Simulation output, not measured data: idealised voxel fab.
The name of this process module is voxel self aligned vias.
The cross-section on display is named cut; it measures 180 nm wide, and its cells are 5 nm squares.
When this document writes out a cross-section, it uses a grid of square cells and lists it as bands, beginning at the top and moving down, with a band standing for one or more rows of cells. The entry gives the band's vertical extent as a top height and a bottom height in nm, then its horizontal make-up as materials from left to right, each with a width in nm. "blank" stands for empty space; a single material marked "full width" fills the band edge to edge. A quick word on heights: they are counted from 0, and under that level the wafer as it came to us is one material throughout. The lowest band is different from the rest in having no bottom; it simply continues downward, written as in "0..down". Top row gets the first number, bottom row gets the second, and each row in between changes by the same step: that is how a band width like "30->40" works. Where a step carries "nothing got changed", the cross-section came out of it unchanged, cell for cell. You'll see "Closed voids list" listing empty spaces that have no way open to the top, as long as they're 8 cells or more; the notation is width x height at distance, where the distance is from the left edge, and all of it is in nm. That trailing text on a step's line, after the settings, is the simulator's own remark on the step. Steps that use a mask can have "overlay nm" on their line. It says how far the mask sat to the right of where it was meant to be. Negative means to the left.

-- Planned process steps
1. op RECEIVE | material Si
2. op CONFORMAL_DEP | material SiO2 | thk nm 10
3. op CONFORMAL_DEP | material SiCN | thk nm 5
4. op DIRECTIONAL_DEP | material SiO2 | thk nm 20
5. op MASKED_ETCH | tone open | mask id LINES | width nm 25 | pitch nm 70 | etch materials SiO2 | depth nm 20 | overlay nm 0
6. op CONFORMAL_DEP | material TiN | thk nm 5
7. op FILL_DEP | material W | thk nm 10
8. op CMP | height nm 35
9. op SELECTIVE_ETCH | etch materials W Ru TiN | depth nm 5
10. op FILL_DEP | material SiN | thk nm 10
11. op CMP | height nm 35
12. op DIRECTIONAL_DEP | material SiO2 | thk nm 20
13. op PATTERN | tone open | mask id VIAS | material resist | width nm 45 | pitch nm 70 | thk nm 15 | overlay nm 0
14. op DIRECTIONAL_ETCH | etch materials SiO2 | depth nm 20
15. op DIRECTIONAL_ETCH | etch materials SiN | depth nm 5
16. op STRIP | etch materials resist
17. op CONFORMAL_DEP | material TiN | thk nm 5
18. op FILL_DEP | material Cu | thk nm 10
19. op CMP | height nm 55
20. op CONFORMAL_DEP | material SiN | thk nm 5

-- Below: the first of two wafers, run as planned

-- Wafer at receipt (post step 1), cross-section
    0..down: Si full width
    Closed voids list: none

-- Cross-section of the wafer subsequent to step 2
    10..0: SiO2 full width
    Anything lower than 0 is untouched.

-- Cross-section of the wafer subsequent to step 3
    15..10: SiCN full width
    Anything lower than 10 is untouched.

-- Cross-section of the wafer subsequent to step 4
    35..15: SiO2 full width
    Anything lower than 15 is untouched.

-- Cross-section of the wafer subsequent to step 5
    35..15: SiO2 40 nm, then blank 25 nm, then SiO2 45 nm, then blank 25 nm, then SiO2 45 nm
    Anything lower than 15 is untouched.

-- Cross-section of the wafer subsequent to step 6
    40..35: TiN 45 nm, then blank 15 nm, then TiN 55 nm, then blank 15 nm, then TiN 50 nm
    35..20: SiO2 40 nm, then TiN 5 nm, then blank 15 nm, then TiN 5 nm, then SiO2 45 nm, then TiN 5 nm, then blank 15 nm, then TiN 5 nm, then SiO2 45 nm
    20..15: SiO2 40 nm, then TiN 25 nm, then SiO2 45 nm, then TiN 25 nm, then SiO2 45 nm
    Anything lower than 15 is untouched.

-- Cross-section of the wafer subsequent to step 7
    50..40: W full width
    40..35: TiN 45 nm, then W 15 nm, then TiN 55 nm, then W 15 nm, then TiN 50 nm
    35..20: SiO2 40 nm, then TiN 5 nm, then W 15 nm, then TiN 5 nm, then SiO2 45 nm, then TiN 5 nm, then W 15 nm, then TiN 5 nm, then SiO2 45 nm
    Anything lower than 20 is untouched.

-- Cross-section of the wafer subsequent to step 8
    35..20: SiO2 40 nm, then TiN 5 nm, then W 15 nm, then TiN 5 nm, then SiO2 45 nm, then TiN 5 nm, then W 15 nm, then TiN 5 nm, then SiO2 45 nm
    Anything lower than 20 is untouched.

-- Cross-section of the wafer subsequent to step 9
    35..30: SiO2 40 nm, then blank 25 nm, then SiO2 45 nm, then blank 25 nm, then SiO2 45 nm
    Anything lower than 30 is untouched.

-- Cross-section of the wafer subsequent to step 10
    45..35: SiN full width
    35..30: SiO2 40 nm, then SiN 25 nm, then SiO2 45 nm, then SiN 25 nm, then SiO2 45 nm
    Anything lower than 30 is untouched.

-- Cross-section of the wafer subsequent to step 11
    35..30: SiO2 40 nm, then SiN 25 nm, then SiO2 45 nm, then SiN 25 nm, then SiO2 45 nm
    Anything lower than 30 is untouched.

-- Cross-section of the wafer subsequent to step 12
    55..35: SiO2 full width
    Anything lower than 35 is untouched.

-- Cross-section of the wafer subsequent to step 13
    70..55: resist 30 nm, then blank 45 nm, then resist 25 nm, then blank 45 nm, then resist 35 nm
    Anything lower than 55 is untouched.

-- Cross-section of the wafer subsequent to step 14
    70..55: resist 30 nm, then blank 45 nm, then resist 25 nm, then blank 45 nm, then resist 35 nm
    55..35: SiO2 30 nm, then blank 45 nm, then SiO2 25 nm, then blank 45 nm, then SiO2 35 nm
    Anything lower than 35 is untouched.

-- Cross-section of the wafer subsequent to step 15
    70..55: resist 30 nm, then blank 45 nm, then resist 25 nm, then blank 45 nm, then resist 35 nm
    55..35: SiO2 30 nm, then blank 45 nm, then SiO2 25 nm, then blank 45 nm, then SiO2 35 nm
    35..30: SiO2 40 nm, then blank 25 nm, then SiO2 45 nm, then blank 25 nm, then SiO2 45 nm
    Anything lower than 30 is untouched.

-- Cross-section of the wafer subsequent to step 16
    55..35: SiO2 30 nm, then blank 45 nm, then SiO2 25 nm, then blank 45 nm, then SiO2 35 nm
    Anything lower than 35 is untouched.

-- Cross-section of the wafer subsequent to step 17
    60..55: TiN 35 nm, then blank 35 nm, then TiN 35 nm, then blank 35 nm, then TiN 40 nm
    55..40: SiO2 30 nm, then TiN 5 nm, then blank 35 nm, then TiN 5 nm, then SiO2 25 nm, then TiN 5 nm, then blank 35 nm, then TiN 5 nm, then SiO2 35 nm
    40..35: SiO2 30 nm, then TiN 15 nm, then blank 15 nm, then TiN 15 nm, then SiO2 25 nm, then TiN 15 nm, then blank 15 nm, then TiN 15 nm, then SiO2 35 nm
    35..30: SiO2 40 nm, then TiN 25 nm, then SiO2 45 nm, then TiN 25 nm, then SiO2 45 nm
    Anything lower than 30 is untouched.

-- Cross-section of the wafer subsequent to step 18
    70..60: Cu full width
    60..55: TiN 35 nm, then Cu 35 nm, then TiN 35 nm, then Cu 35 nm, then TiN 40 nm
    55..40: SiO2 30 nm, then TiN 5 nm, then Cu 35 nm, then TiN 5 nm, then SiO2 25 nm, then TiN 5 nm, then Cu 35 nm, then TiN 5 nm, then SiO2 35 nm
    40..35: SiO2 30 nm, then TiN 15 nm, then Cu 15 nm, then TiN 15 nm, then SiO2 25 nm, then TiN 15 nm, then Cu 15 nm, then TiN 15 nm, then SiO2 35 nm
    Anything lower than 35 is untouched.

-- Cross-section of the wafer subsequent to step 19
    55..40: SiO2 30 nm, then TiN 5 nm, then Cu 35 nm, then TiN 5 nm, then SiO2 25 nm, then TiN 5 nm, then Cu 35 nm, then TiN 5 nm, then SiO2 35 nm
    Anything lower than 40 is untouched.

-- Cross-section of the wafer subsequent to step 20
    60..55: SiN full width
    Anything lower than 55 is untouched.

-- Wafer two. Identical start, identical plan. One mistake in execution. Identical history through step 12

-- Cross-section of the second wafer when, according to plan, step 13 should have finished
    70..55: blank 30 nm, then resist 45 nm, then blank 25 nm, then resist 45 nm, then blank 35 nm
    Anything lower than 55 is untouched.

-- Cross-section of the second wafer when, according to plan, step 14 should have finished
    70..55: blank 30 nm, then resist 45 nm, then blank 25 nm, then resist 45 nm, then blank 35 nm
    55..35: blank 30 nm, then SiO2 45 nm, then blank 25 nm, then SiO2 45 nm, then blank 35 nm
    Anything lower than 35 is untouched.

Cross-section of the second wafer when, according to plan, step 15 should have finished: nothing got changed

-- Cross-section of the second wafer when, according to plan, step 16 should have finished
    55..35: blank 30 nm, then SiO2 45 nm, then blank 25 nm, then SiO2 45 nm, then blank 35 nm
    Anything lower than 35 is untouched.

-- Cross-section of the second wafer when, according to plan, step 17 should have finished
    60..55: blank 25 nm, then TiN 55 nm, then blank 15 nm, then TiN 55 nm, then blank 30 nm
    55..40: blank 25 nm, then TiN 5 nm, then SiO2 45 nm, then TiN 5 nm, then blank 15 nm, then TiN 5 nm, then SiO2 45 nm, then TiN 5 nm, then blank 30 nm
    40..35: TiN 30 nm, then SiO2 45 nm, then TiN 25 nm, then SiO2 45 nm, then TiN 35 nm
    Anything lower than 35 is untouched.

-- Cross-section of the second wafer when, according to plan, step 18 should have finished
    70..60: Cu full width
    60..55: Cu 25 nm, then TiN 55 nm, then Cu 15 nm, then TiN 55 nm, then Cu 30 nm
    55..40: Cu 25 nm, then TiN 5 nm, then SiO2 45 nm, then TiN 5 nm, then Cu 15 nm, then TiN 5 nm, then SiO2 45 nm, then TiN 5 nm, then Cu 30 nm
    Anything lower than 40 is untouched.

-- Cross-section of the second wafer when, according to plan, step 19 should have finished
    55..40: Cu 25 nm, then TiN 5 nm, then SiO2 45 nm, then TiN 5 nm, then Cu 15 nm, then TiN 5 nm, then SiO2 45 nm, then TiN 5 nm, then Cu 30 nm
    Anything lower than 40 is untouched.

-- Cross-section of the second wafer when, according to plan, step 20 should have finished
    60..55: SiN full width
    Anything lower than 55 is untouched.
What went wrong in running the wafer? note that step 13 departed from the planned setting and was carried out as op PATTERN | tone cover | mask id VIAS | material resist | width nm 45 | pitch nm 70 | thk nm 15 | overlay nm 0
Counted in cells at the end, the second wafer holds more or fewer of these materials than the first: 6 fewer of Cu; 10 more of SiN; 4 fewer of TiN
